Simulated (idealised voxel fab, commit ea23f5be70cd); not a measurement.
process module | voxel wiring stack
cross-section cut | 250 nm wide | cells 5 nm
A cross-section is a grid of square cells, given in bands from the top down. A band is one or more rows of cells.
Each band's line starts with the height of the band's top and of its bottom, in nm. Then come its materials from left to right, each with its width in nm. One material with "throughout" fills the band from edge to edge. "air" is empty space.
Height 0 is the level under which the wafer as received is all one material. The lowest band goes on downwards, as in "0 down".
A width such as "30 to 40" changes by the same amount from each row of cells to the next, from the band's top row to its bottom row.
"no change" after a step means that no cell of the cross-section changed.
closed voids: empty space of 8 cells or more with no open way to the top, each as width x height at its distance from the left edge, in nm
after a step's settings: what the simulator itself notes on the step
overlay nm, on a step with a mask: how far to the right of its planned place the mask lay; to the left if negative
plan
1 op RECEIVE | material Si
2 op CONFORMAL_DEP | material SiO2 | thk nm 10
3 op DIRECTIONAL_DEP | material TiN | thk nm 5
4 op DIRECTIONAL_DEP | material Ru | thk nm 20
5 op DIRECTIONAL_DEP | material aC | thk nm 15
6 op PATTERN | tone cover | mask id METAL_1 | material resist | width nm 30 | pitch nm 55 | thk nm 30 | overlay nm 0
7 op DIRECTIONAL_ETCH | etch materials aC | depth nm 15
8 op STRIP | etch materials resist
9 op DIRECTIONAL_ETCH | etch materials Ru | depth nm 20
10 op DIRECTIONAL_ETCH | etch materials TiN | depth nm 5
11 op STRIP | etch materials aC
12 op FILL_DEP | material SiO2 | thk nm 5
13 op CMP | height nm 35
14 op CONFORMAL_DEP | material SiCN | thk nm 5
15 op DIRECTIONAL_DEP | material SiO2 | thk nm 10
16 op PATTERN | tone open | mask id PLUG_1 | material resist | width nm 15 | pitch nm 55 | thk nm 15 | overlay nm 0
17 op DIRECTIONAL_ETCH | etch materials SiO2 | depth nm 10
18 op DIRECTIONAL_ETCH | etch materials SiCN | depth nm 5
19 op STRIP | etch materials resist
20 op CONFORMAL_DEP | material TiN | thk nm 5
21 op FILL_DEP | material W | thk nm 10
22 op CMP | height nm 50
23 op DIRECTIONAL_DEP | material TiN | thk nm 5
24 op DIRECTIONAL_DEP | material W | thk nm 20
25 op PATTERN | tone cover | mask id METAL_2 | material resist | width nm 30 | pitch nm 55 | thk nm 15 | overlay nm 0
26 op DIRECTIONAL_ETCH | etch materials W | depth nm 20
27 op DIRECTIONAL_ETCH | etch materials TiN | depth nm 5
28 op STRIP | etch materials resist
29 op CONFORMAL_DEP | material SiCN | thk nm 5
30 op FILL_DEP | material SiO2 | thk nm 10
31 op CMP | height nm 75
32 op CONFORMAL_DEP | material SiCN | thk nm 5
33 op DIRECTIONAL_DEP | material SiO2 | thk nm 30
34 op DIRECTIONAL_DEP | material aC | thk nm 10
35 op PATTERN | tone open | mask id METAL_3 | material resist | width nm 30 | pitch nm 55 | thk nm 25 | overlay nm 0
36 op DIRECTIONAL_ETCH | etch materials aC | depth nm 10
37 op STRIP | etch materials resist
38 op DIRECTIONAL_ETCH | etch materials SiO2 | depth nm 15
39 op STRIP | etch materials aC
40 op PATTERN | tone open | mask id METAL_3_HOLES | material resist | width nm 15 | pitch nm 55 | thk nm 15 | overlay nm 0
41 op DIRECTIONAL_ETCH | etch materials SiO2 | depth nm 15
42 op DIRECTIONAL_ETCH | etch materials SiCN | depth nm 5
43 op STRIP | etch materials resist
44 op CONFORMAL_DEP | material TiN | thk nm 5
45 op FILL_DEP | material Cu | thk nm 10
46 op CMP | height nm 110
47 op CONFORMAL_DEP | material SiCN | thk nm 5
as received, after step 1
  0 down: Si throughout
  closed voids: none
first wafer at the end, as planned
  115 to 110: SiCN throughout
  110 to 100: SiO2 55 | TiN 5 | Cu 20 | TiN 5 | SiO2 25 | TiN 5 | Cu 20 | TiN 5 | SiO2 25 | TiN 5 | Cu 20 | TiN 5 | SiO2 55
  100 to 95: SiO2 55 | TiN 5 | Cu 5 | TiN 20 | SiO2 25 | TiN 5 | Cu 5 | TiN 20 | SiO2 25 | TiN 5 | Cu 5 | TiN 20 | SiO2 55
  95 to 80: SiO2 55 | TiN 5 | Cu 5 | TiN 5 | SiO2 40 | TiN 5 | Cu 5 | TiN 5 | SiO2 40 | TiN 5 | Cu 5 | TiN 5 | SiO2 70
  80 to 75: SiCN 55 | TiN 15 | SiCN 40 | TiN 15 | SiCN 40 | TiN 15 | SiCN 70
  75 to 55: SiO2 50 | SiCN 5 | W 30 | SiCN 5 | SiO2 15 | SiCN 5 | W 30 | SiCN 5 | SiO2 15 | SiCN 5 | W 30 | SiCN 5 | SiO2 50
  55 to 50: SiCN 55 | TiN 30 | SiCN 25 | TiN 30 | SiCN 25 | TiN 30 | SiCN 55
  50 to 40: SiO2 55 | TiN 5 | W 5 | TiN 5 | SiO2 40 | TiN 5 | W 5 | TiN 5 | SiO2 40 | TiN 5 | W 5 | TiN 5 | SiO2 70
  40 to 35: SiCN 55 | TiN 15 | SiCN 40 | TiN 15 | SiCN 40 | TiN 15 | SiCN 70
  35 to 15: SiO2 55 | Ru 30 | SiO2 25 | Ru 30 | SiO2 25 | Ru 30 | SiO2 55
  15 to 10: SiO2 55 | TiN 30 | SiO2 25 | TiN 30 | SiO2 25 | TiN 30 | SiO2 55
  10 to 0: SiO2 throughout
  0 down: Si throughout
  closed voids: none
second wafer at the end: like start, like plan, one mistake
  115 to 110: SiCN throughout
  110 to 105: TiN 60 | Cu 5 | TiN 50 | Cu 5 | TiN 50 | Cu 5 | TiN 75
  105 to 95: SiO2 55 | TiN 5 | Cu 5 | TiN 5 | SiO2 40 | TiN 5 | Cu 5 | TiN 5 | SiO2 40 | TiN 5 | Cu 5 | TiN 5 | SiO2 70
  95 to 90: SiO2 55 | TiN 15 | SiO2 40 | TiN 15 | SiO2 40 | TiN 15 | SiO2 70
  90 to 80: aC throughout
  80 to 75: SiCN throughout
  75 to 55: SiO2 50 | SiCN 5 | W 30 | SiCN 5 | SiO2 15 | SiCN 5 | W 30 | SiCN 5 | SiO2 15 | SiCN 5 | W 30 | SiCN 5 | SiO2 50
  55 to 50: SiCN 55 | TiN 30 | SiCN 25 | TiN 30 | SiCN 25 | TiN 30 | SiCN 55
  50 to 40: SiO2 55 | TiN 5 | W 5 | TiN 5 | SiO2 40 | TiN 5 | W 5 | TiN 5 | SiO2 40 | TiN 5 | W 5 | TiN 5 | SiO2 70
  40 to 35: SiCN 55 | TiN 15 | SiCN 40 | TiN 15 | SiCN 40 | TiN 15 | SiCN 70
  35 to 15: SiO2 55 | Ru 30 | SiO2 25 | Ru 30 | SiO2 25 | Ru 30 | SiO2 55
  15 to 10: SiO2 55 | TiN 30 | SiO2 25 | TiN 30 | SiO2 25 | TiN 30 | SiO2 55
  10 to 0: SiO2 throughout
  0 down: Si throughout
  closed voids: none
what went wrong: steps 33 and 34 were swapped
at the end the second wafer has, in cells: 27 fewer of Cu | 9 more of SiCN | 96 fewer of SiO2 | 14 more of TiN | 100 more of aC
